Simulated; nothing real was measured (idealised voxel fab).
Module name: voxel self aligned contacts (process module)
260 nm wide, 5 nm square cells: that's cross-section cut.
How to read a cross-section here: the picture is a grid of square cells, written as bands going from the top down, and any band can span one or more rows of cells. Basically the band line says how high the top is and how high the bottom is, in nm, and then what's in it from left to right, every material with its width in nm. Empty space shows up as "empty", and if a single material carries "edge to edge" it runs the full band edge to edge. Zero point of the height axis is 0; under it, received wafer = one material. Lowest band: continues down indefinitely, "0 and below". Per-row width for "30->40": begins at first number (top row of band), ends at second number (bottom row), increment between rows held constant. For the purposes of this document, the phrase "no modifications" attached to a step denotes that no cell within the cross-section was modified by that step. Any empty space of 8 cells or more lacking an open way to the top shows up in "Enclosed cavity list" as width x height at distance, distance from the left edge, in nm. Read whatever lies past the settings on a step's line as the simulator's own remark about the step. overlay nm: step with mask; distance mask lay right of planned place; negative value = left of planned place. Reading key. Pairs: pre-step and post-step cross-section, one process step apart; post-step view only to lowest changed band. Step between + settings: beneath pair. Runs: pairs may be from different runs of this module, same starting wafer. Continuation from pair above: only where "Before processing step" entry says.

-- Before processing step
  0 and below: Si edge to edge
  Enclosed cavity list: none

-- Cross-Section After Step
  5 down to 0: SiO2 edge to edge
  Lower than 0, everything is as it was.
  Enclosed cavity list: none
The step carried out between the cross-section before it and the cross-section after it, both shown above, is CONFORMAL_DEP: material SiO2, thk nm 5

Before processing step: starting point is the after cross-section of the pair just above.

-- Cross-Section After Step
  35 down to 5: polySi edge to edge
  Lower than 5, everything is as it was.
  Enclosed cavity list: none
The step carried out between the cross-section before it and the cross-section after it, both shown above, is DIRECTIONAL_DEP: material polySi, thk nm 30

Before processing step: starting point is the after cross-section of the pair just above.

-- Cross-Section After Step
  60 down to 35: SiN edge to edge
  Lower than 35, everything is as it was.
  Enclosed cavity list: none
The step carried out between the cross-section before it and the cross-section after it, both shown above, is DIRECTIONAL_DEP: material SiN, thk nm 25

Before processing step: starting point is the after cross-section of the pair just above.

-- Cross-Section After Step
  60 down to 35: empty (75), then SiN (30), then empty (45), then SiN (30), then empty (80)
  Lower than 35, everything is as it was.
  Enclosed cavity list: none
The step carried out between the cross-section before it and the cross-section after it, both shown above, is MASKED_ETCH: tone cover, mask id GATE, width nm 30, pitch nm 75, etch materials SiN, depth nm 25, overlay nm 0

Before processing step: starting point is the after cross-section of the pair just above.

-- Cross-Section After Step
  60 down to 35: empty (75), then SiN (30), then empty (45), then SiN (30), then empty (80)
  35 down to 5: empty (75), then polySi (30), then empty (45), then polySi (30), then empty (80)
  Lower than 5, everything is as it was.
  Enclosed cavity list: none
The step carried out between the cross-section before it and the cross-section after it, both shown above, is MASKED_ETCH: tone cover, mask id GATE, width nm 30, pitch nm 75, etch materials polySi, depth nm 30, overlay nm 0

Before processing step: starting point is the after cross-section of the pair just above.

-- Cross-Section After Step
  70 down to 35: empty (65), then SiN (50), then empty (25), then SiN (50), then empty (70)
  35 down to 15: empty (65), then SiN (10), then polySi (30), then SiN (10), then empty (25), then SiN (10), then polySi (30), then SiN (10), then empty (70)
  15 down to 5: SiN (75), then polySi (30), then SiN (45), then polySi (30), then SiN (80)
  Lower than 5, everything is as it was.
  Enclosed cavity list: none
The step carried out between the cross-section before it and the cross-section after it, both shown above, is CONFORMAL_DEP: material SiN, thk nm 10

Before processing step: starting point is the after cross-section of the pair just above.

-- Cross-Section After Step
  60 down to 35: empty (65), then SiN (50), then empty (25), then SiN (50), then empty (70)
  35 down to 5: empty (65), then SiN (10), then polySi (30), then SiN (10), then empty (25), then SiN (10), then polySi (30), then SiN (10), then empty (70)
  Lower than 5, everything is as it was.
  Enclosed cavity list: none
The step carried out between the cross-section before it and the cross-section after it, both shown above, is DIRECTIONAL_ETCH: etch materials SiN, depth nm 10

Before processing step: starting point is the after cross-section of the pair just above.

-- Cross-Section After Step
  75 down to 60: SiO2 edge to edge
  60 down to 35: SiO2 (65), then SiN (50), then SiO2 (25), then SiN (50), then SiO2 (70)
  35 down to 5: SiO2 (65), then SiN (10), then polySi (30), then SiN (10), then SiO2 (25), then SiN (10), then polySi (30), then SiN (10), then SiO2 (70)
  Lower than 5, everything is as it was.
  Enclosed cavity list: none
The step carried out between the cross-section before it and the cross-section after it, both shown above, is FILL_DEP: material SiO2, thk nm 15

Before processing step: starting point is the after cross-section of the pair just above.

-- Cross-Section After Step
  65 down to 60: SiO2 edge to edge
  Lower than 60, everything is as it was.
  Enclosed cavity list: none
The step carried out between the cross-section before it and the cross-section after it, both shown above, is CMP: height nm 65

Before processing step: starting point is the after cross-section of the pair just above.

-- Cross-Section After Step
  65 down to 60: SiO2 (100), then empty (55), then SiO2 (105)
  60 down to 35: SiO2 (65), then SiN (50), then empty (25), then SiN (50), then SiO2 (70)
  35 down to 5: SiO2 (65), then SiN (10), then polySi (30), then SiN (10), then empty (25), then SiN (10), then polySi (30), then SiN (10), then SiO2 (70)
  5 down to 0: SiO2 (115), then empty (25), then SiO2 (120)
  Lower than 0, everything is as it was.
  Enclosed cavity list: none
The step carried out between the cross-section before it and the cross-section after it, both shown above, is MASKED_ETCH: tone open, mask id CONTACT, width nm 55, etch materials SiO2, depth nm 65, overlay nm 0

Before processing step: starting point is the after cross-section of the pair just above.

-- Cross-Section After Step
  70 down to 65: TiN (105), then empty (45), then TiN (110)
  65 down to 60: SiO2 (100), then TiN (20), then empty (15), then TiN (20), then SiO2 (105)
  60 down to 35: SiO2 (65), then SiN (50), then TiN (5), then empty (15), then TiN (5), then SiN (50), then SiO2 (70)
  35 down to 5: SiO2 (65), then SiN (10), then polySi (30), then SiN (10), then TiN (5), then empty (15), then TiN (5), then SiN (10), then polySi (30), then SiN (10), then SiO2 (70)
  5 down to 0: SiO2 (115), then TiN (25), then SiO2 (120)
  Lower than 0, everything is as it was.
  Enclosed cavity list: none
The step carried out between the cross-section before it and the cross-section after it, both shown above, is CONFORMAL_DEP: material TiN, thk nm 5

Before processing step: starting point is the after cross-section of the pair just above.

-- Cross-Section After Step
  75 down to 70: W edge to edge
  70 down to 65: TiN (105), then W (45), then TiN (110)
  65 down to 60: SiO2 (100), then TiN (20), then W (15), then TiN (20), then SiO2 (105)
  60 down to 35: SiO2 (65), then SiN (50), then TiN (5), then W (15), then TiN (5), then SiN (50), then SiO2 (70)
  35 down to 5: SiO2 (65), then SiN (10), then polySi (30), then SiN (10), then TiN (5), then W (15), then TiN (5), then SiN (10), then polySi (30), then SiN (10), then SiO2 (70)
  Lower than 5, everything is as it was.
  Enclosed cavity list: none
The step carried out between the cross-section before it and the cross-section after it, both shown above, is FILL_DEP: material W, thk nm 5

Before processing step: starting point is the after cross-section of the pair just above.

-- Cross-Section After Step
  65 down to 60: SiO2 (100), then TiN (20), then W (15), then TiN (20), then SiO2 (105)
  Lower than 60, everything is as it was.
  Enclosed cavity list: none
The step carried out between the cross-section before it and the cross-section after it, both shown above, is CMP: height nm 65

Before processing step: starting point is the after cross-section of the pair just above.

-- Cross-Section After Step
  70 down to 65: SiN edge to edge
  Lower than 65, everything is as it was.
  Enclosed cavity list: none
The step carried out between the cross-section before it and the cross-section after it, both shown above, is CONFORMAL_DEP: material SiN, thk nm 5

-- Before processing step
  60 down to 35: empty (75), then SiN (30), then empty (45), then SiN (30), then empty (80)
  35 down to 5: empty (75), then polySi (30), then empty (45), then polySi (30), then empty (80)
  5 down to 0: SiO2 edge to edge
  0 and below: Si edge to edge
  Enclosed cavity list: none

-- Cross-Section After Step
  50 down to 35: empty (75), then SiN (30), then empty (45), then SiN (30), then empty (80)
  Lower than 35, everything is as it was.
  Enclosed cavity list: none
The step carried out between the cross-section before it and the cross-section after it, both shown above, is DIRECTIONAL_ETCH: etch materials SiN, depth nm 10

Before processing step: starting point is the after cross-section of the pair just above.

-- Cross-Section After Step
  65 down to 50: SiO2 edge to edge
  50 down to 35: SiO2 (75), then SiN (30), then SiO2 (45), then SiN (30), then SiO2 (80)
  35 down to 5: SiO2 (75), then polySi (30), then SiO2 (45), then polySi (30), then SiO2 (80)
  Lower than 5, everything is as it was.
  Enclosed cavity list: none
The step carried out between the cross-section before it and the cross-section after it, both shown above, is FILL_DEP: material SiO2, thk nm 15

Before processing step: starting point is the after cross-section of the pair just above.

-- Cross-Section After Step
  65 down to 50: SiO2 (100), then empty (55), then SiO2 (105)
  50 down to 35: SiO2 (75), then SiN (30), then empty (45), then SiN (30), then SiO2 (80)
  35 down to 5: SiO2 (75), then polySi (30), then empty (45), then polySi (30), then SiO2 (80)
  5 down to 0: SiO2 (105), then empty (45), then SiO2 (110)
  Lower than 0, everything is as it was.
  Enclosed cavity list: none
The step carried out between the cross-section before it and the cross-section after it, both shown above, is MASKED_ETCH: tone open, mask id CONTACT, width nm 55, etch materials SiO2, depth nm 65, overlay nm 0

Before processing step: starting point is the after cross-section of the pair just above.

-- Cross-Section After Step
  70 down to 65: TiN (105), then empty (45), then TiN (110)
  65 down to 55: SiO2 (100), then TiN (5), then empty (45), then TiN (5), then SiO2 (105)
  55 down to 50: SiO2 (100), then TiN (10), then empty (35), then TiN (10), then SiO2 (105)
  50 down to 35: SiO2 (75), then SiN (30), then TiN (5), then empty (35), then TiN (5), then SiN (30), then SiO2 (80)
  35 down to 5: SiO2 (75), then polySi (30), then TiN (5), then empty (35), then TiN (5), then polySi (30), then SiO2 (80)
  5 down to 0: SiO2 (105), then TiN (45), then SiO2 (110)
  Lower than 0, everything is as it was.
  Enclosed cavity list: none
The step carried out between the cross-section before it and the cross-section after it, both shown above, is CONFORMAL_DEP: material TiN, thk nm 5

Before processing step: starting point is the after cross-section of the pair just above.

-- Cross-Section After Step
  75 down to 70: W edge to edge
  70 down to 65: TiN (105), then W (45), then TiN (110)
  65 down to 55: SiO2 (100), then TiN (5), then W (45), then TiN (5), then SiO2 (105)
  55 down to 50: SiO2 (100), then TiN (10), then W (35), then TiN (10), then SiO2 (105)
  50 down to 35: SiO2 (75), then SiN (30), then TiN (5), then W (35), then TiN (5), then SiN (30), then SiO2 (80)
  35 down to 5: SiO2 (75), then polySi (30), then TiN (5), then W (35), then TiN (5), then polySi (30), then SiO2 (80)
  Lower than 5, everything is as it was.
  Enclosed cavity list: none
The step carried out between the cross-section before it and the cross-section after it, both shown above, is FILL_DEP: material W, thk nm 5

Before processing step: starting point is the after cross-section of the pair just above.

-- Cross-Section After Step
  65 down to 55: SiO2 (100), then TiN (5), then W (45), then TiN (5), then SiO2 (105)
  Lower than 55, everything is as it was.
  Enclosed cavity list: none
The step carried out between the cross-section before it and the cross-section after it, both shown above, is CMP: height nm 65

Before processing step: starting point is the after cross-section of the pair just above.

-- Cross-Section After Step
  70 down to 65: SiN edge to edge
  Lower than 65, everything is as it was.
  Enclosed cavity list: none
The step carried out between the cross-section before it and the cross-section after it, both shown above, is CONFORMAL_DEP: material SiN, thk nm 5

-- Before processing step
  35 down to 5: polySi edge to edge
  5 down to 0: SiO2 edge to edge
  0 and below: Si edge to edge
  Enclosed cavity list: none

-- Cross-Section After Step
  65 down to 5: polySi edge to edge
  Lower than 5, everything is as it was.
  Enclosed cavity list: none
The step carried out between the cross-section before it and the cross-section after it, both shown above, is DIRECTIONAL_DEP: material polySi, thk nm 30

Before processing step: starting point is the after cross-section of the pair just above.

-- Cross-Section After Step
  90 down to 65: SiN edge to edge
  Lower than 65, everything is as it was.
  Enclosed cavity list: none
The step carried out between the cross-section before it and the cross-section after it, both shown above, is DIRECTIONAL_DEP: material SiN, thk nm 25

Before processing step: starting point is the after cross-section of the pair just above.

-- Cross-Section After Step
  90 down to 65: empty (75), then SiN (30), then empty (45), then SiN (30), then empty (80)
  Lower than 65, everything is as it was.
  Enclosed cavity list: none
The step carried out between the cross-section before it and the cross-section after it, both shown above, is MASKED_ETCH: tone cover, mask id GATE, width nm 30, pitch nm 75, etch materials SiN, depth nm 25, overlay nm 0

Before processing step: starting point is the after cross-section of the pair just above.

-- Cross-Section After Step
  90 down to 65: empty (75), then SiN (30), then empty (45), then SiN (30), then empty (80)
  65 down to 35: empty (75), then polySi (30), then empty (45), then polySi (30), then empty (80)
  Lower than 35, everything is as it was.
  Enclosed cavity list: none
The step carried out between the cross-section before it and the cross-section after it, both shown above, is MASKED_ETCH: tone cover, mask id GATE, width nm 30, pitch nm 75, etch materials polySi, depth nm 30, overlay nm 0

Before processing step: starting point is the after cross-section of the pair just above.

-- Cross-Section After Step
  100 down to 65: empty (65), then SiN (50), then empty (25), then SiN (50), then empty (70)
  65 down to 45: empty (65), then SiN (10), then polySi (30), then SiN (10), then empty (25), then SiN (10), then polySi (30), then SiN (10), then empty (70)
  45 down to 35: SiN (75), then polySi (30), then SiN (45), then polySi (30), then SiN (80)
  Lower than 35, everything is as it was.
  Enclosed cavity list: none
The step carried out between the cross-section before it and the cross-section after it, both shown above, is CONFORMAL_DEP: material SiN, thk nm 10

Before processing step: starting point is the after cross-section of the pair just above.

-- Cross-Section After Step
  90 down to 65: empty (65), then SiN (50), then empty (25), then SiN (50), then empty (70)
  65 down to 35: empty (65), then SiN (10), then polySi (30), then SiN (10), then empty (25), then SiN (10), then polySi (30), then SiN (10), then empty (70)
  Lower than 35, everything is as it was.
  Enclosed cavity list: none
The step carried out between the cross-section before it and the cross-section after it, both shown above, is DIRECTIONAL_ETCH: etch materials SiN, depth nm 10

Before processing step: starting point is the after cross-section of the pair just above.

-- Cross-Section After Step
  105 down to 90: SiO2 edge to edge
  90 down to 65: SiO2 (65), then SiN (50), then SiO2 (25), then SiN (50), then SiO2 (70)
  65 down to 35: SiO2 (65), then SiN (10), then polySi (30), then SiN (10), then SiO2 (25), then SiN (10), then polySi (30), then SiN (10), then SiO2 (70)
  Lower than 35, everything is as it was.
  Enclosed cavity list: none
The step carried out between the cross-section before it and the cross-section after it, both shown above, is FILL_DEP: material SiO2, thk nm 15

Before processing step: starting point is the after cross-section of the pair just above.

-- Cross-Section After Step
  65 down to 35: SiO2 (65), then SiN (10), then polySi (30), then SiN (10), then SiO2 (25), then SiN (10), then polySi (30), then SiN (10), then SiO2 (70)
  Lower than 35, everything is as it was.
  Enclosed cavity list: none
The step carried out between the cross-section before it and the cross-section after it, both shown above, is CMP: height nm 65

Before processing step: starting point is the after cross-section of the pair just above.

-- Cross-Section After Step
  65 down to 35: SiO2 (65), then SiN (10), then polySi (30), then SiN (10), then empty (25), then SiN (10), then polySi (30), then SiN (10), then SiO2 (70)
  Lower than 35, everything is as it was.
  Enclosed cavity list: none
The step carried out between the cross-section before it and the cross-section after it, both shown above, is MASKED_ETCH: tone open, mask id CONTACT, width nm 55, etch materials SiO2, depth nm 65, overlay nm 0

Before processing step: starting point is the after cross-section of the pair just above.

-- Cross-Section After Step
  70 down to 65: TiN (120), then empty (15), then TiN (125)
  65 down to 40: SiO2 (65), then SiN (10), then polySi (30), then SiN (10), then TiN (5), then empty (15), then TiN (5), then SiN (10), then polySi (30), then SiN (10), then SiO2 (70)
  40 down to 35: SiO2 (65), then SiN (10), then polySi (30), then SiN (10), then TiN (25), then SiN (10), then polySi (30), then SiN (10), then SiO2 (70)
  Lower than 35, everything is as it was.
  Enclosed cavity list: none
The step carried out between the cross-section before it and the cross-section after it, both shown above, is CONFORMAL_DEP: material TiN, thk nm 5

Before processing step: starting point is the after cross-section of the pair just above.

-- Cross-Section After Step
  75 down to 70: W edge to edge
  70 down to 65: TiN (120), then W (15), then TiN (125)
  65 down to 40: SiO2 (65), then SiN (10), then polySi (30), then SiN (10), then TiN (5), then W (15), then TiN (5), then SiN (10), then polySi (30), then SiN (10), then SiO2 (70)
  Lower than 40, everything is as it was.
  Enclosed cavity list: none
The step carried out between the cross-section before it and the cross-section after it, both shown above, is FILL_DEP: material W, thk nm 5

Before processing step: starting point is the after cross-section of the pair just above.

-- Cross-Section After Step
  65 down to 40: SiO2 (65), then SiN (10), then polySi (30), then SiN (10), then TiN (5), then W (15), then TiN (5), then SiN (10), then polySi (30), then SiN (10), then SiO2 (70)
  Lower than 40, everything is as it was.
  Enclosed cavity list: none
The step carried out between the cross-section before it and the cross-section after it, both shown above, is CMP: height nm 65

Before processing step: starting point is the after cross-section of the pair just above.

-- Cross-Section After Step
  70 down to 65: SiN edge to edge
  Lower than 65, everything is as it was.
  Enclosed cavity list: none
The step carried out between the cross-section before it and the cross-section after it, both shown above, is CONFORMAL_DEP: material SiN, thk nm 5

-- Before processing step
  0 and below: Si edge to edge
  Enclosed cavity list: none

-- Cross-Section After Step
  30 down to 0: polySi edge to edge
  Lower than 0, everything is as it was.
  Enclosed cavity list: none
The step carried out between the cross-section before it and the cross-section after it, both shown above, is DIRECTIONAL_DEP: material polySi, thk nm 30

Before processing step: starting point is the after cross-section of the pair just above.

-- Cross-Section After Step
  35 down to 30: SiO2 edge to edge
  Lower than 30, everything is as it was.
  Enclosed cavity list: none
The step carried out between the cross-section before it and the cross-section after it, both shown above, is CONFORMAL_DEP: material SiO2, thk nm 5

Before processing step: starting point is the after cross-section of the pair just above.

-- Cross-Section After Step
  60 down to 35: SiN edge to edge
  Lower than 35, everything is as it was.
  Enclosed cavity list: none
The step carried out between the cross-section before it and the cross-section after it, both shown above, is DIRECTIONAL_DEP: material SiN, thk nm 25

Before processing step: starting point is the after cross-section of the pair just above.

-- Cross-Section After Step
  60 down to 35: empty (75), then SiN (30), then empty (45), then SiN (30), then empty (80)
  Lower than 35, everything is as it was.
  Enclosed cavity list: none
The step carried out between the cross-section before it and the cross-section after it, both shown above, is MASKED_ETCH: tone cover, mask id GATE, width nm 30, pitch nm 75, etch materials SiN, depth nm 25, overlay nm 0

Before processing step: starting point is the after cross-section of the pair just above.

-- Cross-Section After Step
  70 down to 45: empty (65), then SiN (50), then empty (25), then SiN (50), then empty (70)
  45 down to 35: SiN edge to edge
  Lower than 35, everything is as it was.
  Enclosed cavity list: none
The step carried out between the cross-section before it and the cross-section after it, both shown above, is CONFORMAL_DEP: material SiN, thk nm 10

Before processing step: starting point is the after cross-section of the pair just above.

-- Cross-Section After Step
  60 down to 35: empty (65), then SiN (50), then empty (25), then SiN (50), then empty (70)
  Lower than 35, everything is as it was.
  Enclosed cavity list: none
The step carried out between the cross-section before it and the cross-section after it, both shown above, is DIRECTIONAL_ETCH: etch materials SiN, depth nm 10

Before processing step: starting point is the after cross-section of the pair just above.

-- Cross-Section After Step
  75 down to 60: SiO2 edge to edge
  60 down to 35: SiO2 (65), then SiN (50), then SiO2 (25), then SiN (50), then SiO2 (70)
  Lower than 35, everything is as it was.
  Enclosed cavity list: none
The step carried out between the cross-section before it and the cross-section after it, both shown above, is FILL_DEP: material SiO2, thk nm 15

Before processing step: starting point is the after cross-section of the pair just above.

-- Cross-Section After Step
  65 down to 60: SiO2 edge to edge
  Lower than 60, everything is as it was.
  Enclosed cavity list: none
The step carried out between the cross-section before it and the cross-section after it, both shown above, is CMP: height nm 65

Before processing step: starting point is the after cross-section of the pair just above.

-- Cross-Section After Step
  65 down to 60: SiO2 (100), then empty (55), then SiO2 (105)
  60 down to 35: SiO2 (65), then SiN (50), then empty (25), then SiN (50), then SiO2 (70)
  35 down to 30: SiO2 (115), then empty (25), then SiO2 (120)
  Lower than 30, everything is as it was.
  Enclosed cavity list: none
The step carried out between the cross-section before it and the cross-section after it, both shown above, is MASKED_ETCH: tone open, mask id CONTACT, width nm 55, etch materials SiO2, depth nm 65, overlay nm 0

Before processing step: starting point is the after cross-section of the pair just above.

-- Cross-Section After Step
  70 down to 65: TiN (105), then empty (45), then TiN (110)
  65 down to 60: SiO2 (100), then TiN (20), then empty (15), then TiN (20), then SiO2 (105)
  60 down to 35: SiO2 (65), then SiN (50), then TiN (5), then empty (15), then TiN (5), then SiN (50), then SiO2 (70)
  35 down to 30: SiO2 (115), then TiN (25), then SiO2 (120)
  Lower than 30, everything is as it was.
  Enclosed cavity list: none
The step carried out between the cross-section before it and the cross-section after it, both shown above, is CONFORMAL_DEP: material TiN, thk nm 5

Before processing step: starting point is the after cross-section of the pair just above.

-- Cross-Section After Step
  75 down to 70: W edge to edge
  70 down to 65: TiN (105), then W (45), then TiN (110)
  65 down to 60: SiO2 (100), then TiN (20), then W (15), then TiN (20), then SiO2 (105)
  60 down to 35: SiO2 (65), then SiN (50), then TiN (5), then W (15), then TiN (5), then SiN (50), then SiO2 (70)
  Lower than 35, everything is as it was.
  Enclosed cavity list: none
The step carried out between the cross-section before it and the cross-section after it, both shown above, is FILL_DEP: material W, thk nm 5

Before processing step: starting point is the after cross-section of the pair just above.

-- Cross-Section After Step
  65 down to 60: SiO2 (100), then TiN (20), then W (15), then TiN (20), then SiO2 (105)
  Lower than 60, everything is as it was.
  Enclosed cavity list: none
The step carried out between the cross-section before it and the cross-section after it, both shown above, is CMP: height nm 65

Before processing step: starting point is the after cross-section of the pair just above.

-- Cross-Section After Step
  70 down to 65: SiN edge to edge
  Lower than 65, everything is as it was.
  Enclosed cavity list: none
The step carried out between the cross-section before it and the cross-section after it, both shown above, is CONFORMAL_DEP: material SiN, thk nm 5

-- Before processing step
  60 down to 35: empty (75), then SiN (30), then empty (45), then SiN (30), then empty (80)
  35 down to 5: polySi edge to edge
  5 down to 0: SiO2 edge to edge
  0 and below: Si edge to edge
  Enclosed cavity list: none

-- Cross-Section After Step
  60 down to 35: empty (75), then SiN (30), then empty (45), then SiN (30), then empty (80)
  35 down to 15: empty (75), then polySi (30), then empty (45), then polySi (30), then empty (80)
  Lower than 15, everything is as it was.
  Enclosed cavity list: none
The step carried out between the cross-section before it and the cross-section after it, both shown above, is MASKED_ETCH: tone cover, mask id GATE, width nm 30, pitch nm 75, etch materials polySi, depth nm 20, overlay nm 0

Before processing step: starting point is the after cross-section of the pair just above.

-- Cross-Section After Step
  70 down to 35: empty (65), then SiN (50), then empty (25), then SiN (50), then empty (70)
  35 down to 25: empty (65), then SiN (10), then polySi (30), then SiN (10), then empty (25), then SiN (10), then polySi (30), then SiN (10), then empty (70)
  25 down to 15: SiN (75), then polySi (30), then SiN (45), then polySi (30), then SiN (80)
  Lower than 15, everything is as it was.
  Enclosed cavity list: none
The step carried out between the cross-section before it and the cross-section after it, both shown above, is CONFORMAL_DEP: material SiN, thk nm 10

Before processing step: starting point is the after cross-section of the pair just above.

-- Cross-Section After Step
  60 down to 35: empty (65), then SiN (50), then empty (25), then SiN (50), then empty (70)
  35 down to 15: empty (65), then SiN (10), then polySi (30), then SiN (10), then empty (25), then SiN (10), then polySi (30), then SiN (10), then empty (70)
  Lower than 15, everything is as it was.
  Enclosed cavity list: none
The step carried out between the cross-section before it and the cross-section after it, both shown above, is DIRECTIONAL_ETCH: etch materials SiN, depth nm 10

Before processing step: starting point is the after cross-section of the pair just above.

-- Cross-Section After Step
  75 down to 60: SiO2 edge to edge
  60 down to 35: SiO2 (65), then SiN (50), then SiO2 (25), then SiN (50), then SiO2 (70)
  35 down to 15: SiO2 (65), then SiN (10), then polySi (30), then SiN (10), then SiO2 (25), then SiN (10), then polySi (30), then SiN (10), then SiO2 (70)
  Lower than 15, everything is as it was.
  Enclosed cavity list: none
The step carried out between the cross-section before it and the cross-section after it, both shown above, is FILL_DEP: material SiO2, thk nm 15

Before processing step: starting point is the after cross-section of the pair just above.

-- Cross-Section After Step
  65 down to 60: SiO2 edge to edge
  Lower than 60, everything is as it was.
  Enclosed cavity list: none
The step carried out between the cross-section before it and the cross-section after it, both shown above, is CMP: height nm 65

Before processing step: starting point is the after cross-section of the pair just above.

-- Cross-Section After Step
  65 down to 60: SiO2 (100), then empty (55), then SiO2 (105)
  60 down to 35: SiO2 (65), then SiN (50), then empty (25), then SiN (50), then SiO2 (70)
  35 down to 15: SiO2 (65), then SiN (10), then polySi (30), then SiN (10), then empty (25), then SiN (10), then polySi (30), then SiN (10), then SiO2 (70)
  Lower than 15, everything is as it was.
  Enclosed cavity list: none
The step carried out between the cross-section before it and the cross-section after it, both shown above, is MASKED_ETCH: tone open, mask id CONTACT, width nm 55, etch materials SiO2, depth nm 65, overlay nm 0

Before processing step: starting point is the after cross-section of the pair just above.

-- Cross-Section After Step
  70 down to 65: TiN (105), then empty (45), then TiN (110)
  65 down to 60: SiO2 (100), then TiN (20), then empty (15), then TiN (20), then SiO2 (105)
  60 down to 35: SiO2 (65), then SiN (50), then TiN (5), then empty (15), then TiN (5), then SiN (50), then SiO2 (70)
  35 down to 20: SiO2 (65), then SiN (10), then polySi (30), then SiN (10), then TiN (5), then empty (15), then TiN (5), then SiN (10), then polySi (30), then SiN (10), then SiO2 (70)
  20 down to 15: SiO2 (65), then SiN (10), then polySi (30), then SiN (10), then TiN (25), then SiN (10), then polySi (30), then SiN (10), then SiO2 (70)
  Lower than 15, everything is as it was.
  Enclosed cavity list: none
The step carried out between the cross-section before it and the cross-section after it, both shown above, is CONFORMAL_DEP: material TiN, thk nm 5

Before processing step: starting point is the after cross-section of the pair just above.

-- Cross-Section After Step
  75 down to 70: W edge to edge
  70 down to 65: TiN (105), then W (45), then TiN (110)
  65 down to 60: SiO2 (100), then TiN (20), then W (15), then TiN (20), then SiO2 (105)
  60 down to 35: SiO2 (65), then SiN (50), then TiN (5), then W (15), then TiN (5), then SiN (50), then SiO2 (70)
  35 down to 20: SiO2 (65), then SiN (10), then polySi (30), then SiN (10), then TiN (5), then W (15), then TiN (5), then SiN (10), then polySi (30), then SiN (10), then SiO2 (70)
  Lower than 20, everything is as it was.
  Enclosed cavity list: none
The step carried out between the cross-section before it and the cross-section after it, both shown above, is FILL_DEP: material W, thk nm 5

Before processing step: starting point is the after cross-section of the pair just above.

-- Cross-Section After Step
  65 down to 60: SiO2 (100), then TiN (20), then W (15), then TiN (20), then SiO2 (105)
  Lower than 60, everything is as it was.
  Enclosed cavity list: none
The step carried out between the cross-section before it and the cross-section after it, both shown above, is CMP: height nm 65

Before processing step: starting point is the after cross-section of the pair just above.

-- Cross-Section After Step
  70 down to 65: SiN edge to edge
  Lower than 65, everything is as it was.
  Enclosed cavity list: none
The step carried out between the cross-section before it and the cross-section after it, both shown above, is CONFORMAL_DEP: material SiN, thk nm 5

-- Before processing step
  65 down to 60: SiO2 edge to edge
  60 down to 35: SiO2 (65), then SiN (50), then SiO2 (25), then SiN (50), then SiO2 (70)
  35 down to 5: SiO2 (65), then SiN (10), then polySi (30), then SiN (10), then SiO2 (25), then SiN (10), then polySi (30), then SiN (10), then SiO2 (70)
  5 down to 0: SiO2 edge to edge
  0 and below: Si edge to edge
  Enclosed cavity list: none

-- Cross-Section After Step
  65 down to 60: SiO2 (95), then empty (65), then SiO2 (100)
  60 down to 35: SiO2 (65), then SiN (50), then empty (25), then SiN (50), then SiO2 (70)
  35 down to 5: SiO2 (65), then SiN (10), then polySi (30), then SiN (10), then empty (25), then SiN (10), then polySi (30), then SiN (10), then SiO2 (70)
  5 down to 0: SiO2 (115), then empty (25), then SiO2 (120)
  Lower than 0, everything is as it was.
  Enclosed cavity list: none
The step carried out between the cross-section before it and the cross-section after it, both shown above, is MASKED_ETCH: tone open, mask id CONTACT, width nm 65, etch materials SiO2, depth nm 65, overlay nm 0

Before processing step: starting point is the after cross-section of the pair just above.

-- Cross-Section After Step
  70 down to 65: TiN (100), then empty (55), then TiN (105)
  65 down to 60: SiO2 (95), then TiN (25), then empty (15), then TiN (25), then SiO2 (100)
  60 down to 35: SiO2 (65), then SiN (50), then TiN (5), then empty (15), then TiN (5), then SiN (50), then SiO2 (70)
  35 down to 5: SiO2 (65), then SiN (10), then polySi (30), then SiN (10), then TiN (5), then empty (15), then TiN (5), then SiN (10), then polySi (30), then SiN (10), then SiO2 (70)
  5 down to 0: SiO2 (115), then TiN (25), then SiO2 (120)
  Lower than 0, everything is as it was.
  Enclosed cavity list: none
The step carried out between the cross-section before it and the cross-section after it, both shown above, is CONFORMAL_DEP: material TiN, thk nm 5

Before processing step: starting point is the after cross-section of the pair just above.

-- Cross-Section After Step
  75 down to 70: W edge to edge
  70 down to 65: TiN (100), then W (55), then TiN (105)
  65 down to 60: SiO2 (95), then TiN (25), then W (15), then TiN (25), then SiO2 (100)
  60 down to 35: SiO2 (65), then SiN (50), then TiN (5), then W (15), then TiN (5), then SiN (50), then SiO2 (70)
  35 down to 5: SiO2 (65), then SiN (10), then polySi (30), then SiN (10), then TiN (5), then W (15), then TiN (5), then SiN (10), then polySi (30), then SiN (10), then SiO2 (70)
  Lower than 5, everything is as it was.
  Enclosed cavity list: none
The step carried out between the cross-section before it and the cross-section after it, both shown above, is FILL_DEP: material W, thk nm 5

Before processing step: starting point is the after cross-section of the pair just above.

-- Cross-Section After Step
  65 down to 60: SiO2 (95), then TiN (25), then W (15), then TiN (25), then SiO2 (100)
  Lower than 60, everything is as it was.
  Enclosed cavity list: none
The step carried out between the cross-section before it and the cross-section after it, both shown above, is CMP: height nm 65

Before processing step: starting point is the after cross-section of the pair just above.

-- Cross-Section After Step
  70 down to 65: SiN edge to edge
  Lower than 65, everything is as it was.
  Enclosed cavity list: none
The step carried out between the cross-section before it and the cross-section after it, both shown above, is CONFORMAL_DEP: material SiN, thk nm 5

-- Before processing step
  60 down to 35: empty (75), then SiN (30), then empty (45), then SiN (30), then empty (80)
  35 down to 5: polySi edge to edge
  5 down to 0: SiO2 edge to edge
  0 and below: Si edge to edge
  Enclosed cavity list: none

-- Cross-Section After Step
  60 down to 35: empty (75), then SiN (30), then empty (45), then SiN (30), then empty (80)
  35 down to 5: empty (65), then polySi (40), then empty (35), then polySi (40), then empty (80)
  Lower than 5, everything is as it was.
  Enclosed cavity list: none
The step carried out between the cross-section before it and the cross-section after it, both shown above, is MASKED_ETCH: tone cover, mask id GATE, width nm 30, pitch nm 75, etch materials polySi, depth nm 30, overlay nm -10

Before processing step: starting point is the after cross-section of the pair just above.

-- Cross-Section After Step
  70 down to 45: empty (65), then SiN (50), then empty (25), then SiN (50), then empty (70)
  45 down to 35: empty (55), then SiN (60), then empty (15), then SiN (60), then empty (70)
  35 down to 15: empty (55), then SiN (10), then polySi (40), then SiN (10), then empty (15), then SiN (10), then polySi (40), then SiN (10), then empty (70)
  15 down to 5: SiN (65), then polySi (40), then SiN (35), then polySi (40), then SiN (80)
  Lower than 5, everything is as it was.
  Enclosed cavity list: none
The step carried out between the cross-section before it and the cross-section after it, both shown above, is CONFORMAL_DEP: material SiN, thk nm 10
